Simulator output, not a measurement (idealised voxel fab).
Documented hereafter: the process module known as voxel gate over fins.
We display cut, a cross-section 295 nm in width whose square cells are each 5 nm.
Cross-section = grid of square cells, listed top down in bands; band = one or more rows. Heads up on the band format: heights come first, top then bottom, in nm. After that it's the materials left to right, each with its width in nm. A single material flagged "all across" fills the whole band edge to edge, and "empty" means there's empty space there. Measure heights from 0. That's the level where, below it, the as-received wafer is all one material. The lowest band is bottomless and extends downward; write it as in "0 and below". A width given as "30->40" starts at the first number in the band's top row and ends at the second number in its bottom row, shifting by an equal amount at every step from row to row. "everything unchanged" -> step changed no cross-section cell. "Trapped voids" lists enclosed empty spaces (at least 8 cells, no open path upward to the top), each as width x height at distance from the left edge, in nm. after a step's settings: what the simulator itself notes on the step. For masked steps, "overlay nm" on the step line gives how far right of plan the mask actually lay; a minus sign means it lay to the left.

SET OUT BELOW ARE THE PLANNED STEPS OF THE PROCESS
1) RECEIVE | material Si
2) CONFORMAL_DEP | material SiN | thk nm 10
3) MASKED_ETCH | tone cover | mask id FINS | width nm 15 | pitch nm 40 | etch materials SiN | depth nm 10 | overlay nm 0
4) MASKED_ETCH | tone cover | mask id FINS | width nm 15 | pitch nm 40 | etch materials Si | depth nm 35 | overlay nm 0
5) FILL_DEP | material SiO2 | thk nm 15
6) CMP | height nm 10
7) SELECTIVE_ETCH | etch materials SiO2 | depth nm 25
8) STRIP | etch materials SiN
9) CONFORMAL_DEP | material HfO2 | thk nm 5
10) CONFORMAL_DEP | material TiN | thk nm 5
11) CONFORMAL_DEP | material TiAl | thk nm 5
12) CONFORMAL_DEP | material TiN | thk nm 5
13) FILL_DEP | material W | thk nm 10
14) CMP | height nm 25
15) CONFORMAL_DEP | material SiCN | thk nm 5

CROSS-SECTION: WAFER ON ARRIVAL = AFTER STEP 1
> 0 and below: Si all across
> Trapped voids: none

CROSS-SECTION TAKEN AT MODULE COMPLETION ON THE FIRST OF TWO WAFERS; PROCESSED PER THE PLAN
> 30 down to 25: SiCN all across
> 25 down to 20: W all across
> 20 down to 15: 80 W  135 TiN  80 W
> 15 down to 10: 80 W  5 TiN  125 TiAl  5 TiN  80 W
> 10 down to 5: 80 W  5 TiN  5 TiAl  35 TiN  5 TiAl  35 TiN  5 TiAl  35 TiN  5 TiAl  5 TiN  80 W
> 5 down to 0: 85 TiN  5 TiAl  5 TiN  25 HfO2  5 TiN  5 TiAl  5 TiN  25 HfO2  5 TiN  5 TiAl  5 TiN  25 HfO2  5 TiN  5 TiAl  85 TiN
> 0 down to -5: 90 TiAl  5 TiN  5 HfO2  15 Si  5 HfO2  5 TiN  5 TiAl  5 TiN  5 HfO2  15 Si  5 HfO2  5 TiN  5 TiAl  5 TiN  5 HfO2  15 Si  5 HfO2  5 TiN  90 TiAl
> -5 down to -10: 95 TiN  5 HfO2  15 Si  5 HfO2  15 TiN  5 HfO2  15 Si  5 HfO2  15 TiN  5 HfO2  15 Si  5 HfO2  95 TiN
> -10 down to -15: 100 HfO2  15 Si  25 HfO2  15 Si  25 HfO2  15 Si  100 HfO2
> -15 down to -35: 100 SiO2  15 Si  25 SiO2  15 Si  25 SiO2  15 Si  100 SiO2
> -35 and below: Si all across
> Trapped voids: none

SO THIS IS WAFER NUMBER TWO OF THE TWO, CUT AT THE END OF THE MODULE - IT STARTED WHERE THE FIRST DID AND HAD THE SAME PLAN, WE JUST GOT ONE THING WRONG RUNNING IT
> 30 down to 25: SiO2 all across
> 25 down to 20: W all across
> 20 down to 15: 80 W  135 TiN  80 W
> 15 down to 10: 80 W  5 TiN  125 TiAl  5 TiN  80 W
> 10 down to 5: 80 W  5 TiN  5 TiAl  35 TiN  5 TiAl  35 TiN  5 TiAl  35 TiN  5 TiAl  5 TiN  80 W
> 5 down to 0: 85 TiN  5 TiAl  5 TiN  25 HfO2  5 TiN  5 TiAl  5 TiN  25 HfO2  5 TiN  5 TiAl  5 TiN  25 HfO2  5 TiN  5 TiAl  85 TiN
> 0 down to -5: 90 TiAl  5 TiN  5 HfO2  15 Si  5 HfO2  5 TiN  5 TiAl  5 TiN  5 HfO2  15 Si  5 HfO2  5 TiN  5 TiAl  5 TiN  5 HfO2  15 Si  5 HfO2  5 TiN  90 TiAl
> -5 down to -10: 95 TiN  5 HfO2  15 Si  5 HfO2  15 TiN  5 HfO2  15 Si  5 HfO2  15 TiN  5 HfO2  15 Si  5 HfO2  95 TiN
> -10 down to -15: 100 HfO2  15 Si  25 HfO2  15 Si  25 HfO2  15 Si  100 HfO2
> -15 down to -35: 100 SiO2  15 Si  25 SiO2  15 Si  25 SiO2  15 Si  100 SiO2
> -35 and below: Si all across
> Trapped voids: none
What was the processing mistake? step 15 ran with different settings than intended, the actual operation and settings being CONFORMAL_DEP | material SiO2 | thk nm 5
End of process, cell counts, second wafer against first, materials with more or fewer: -59 SiCN | +59 SiO2
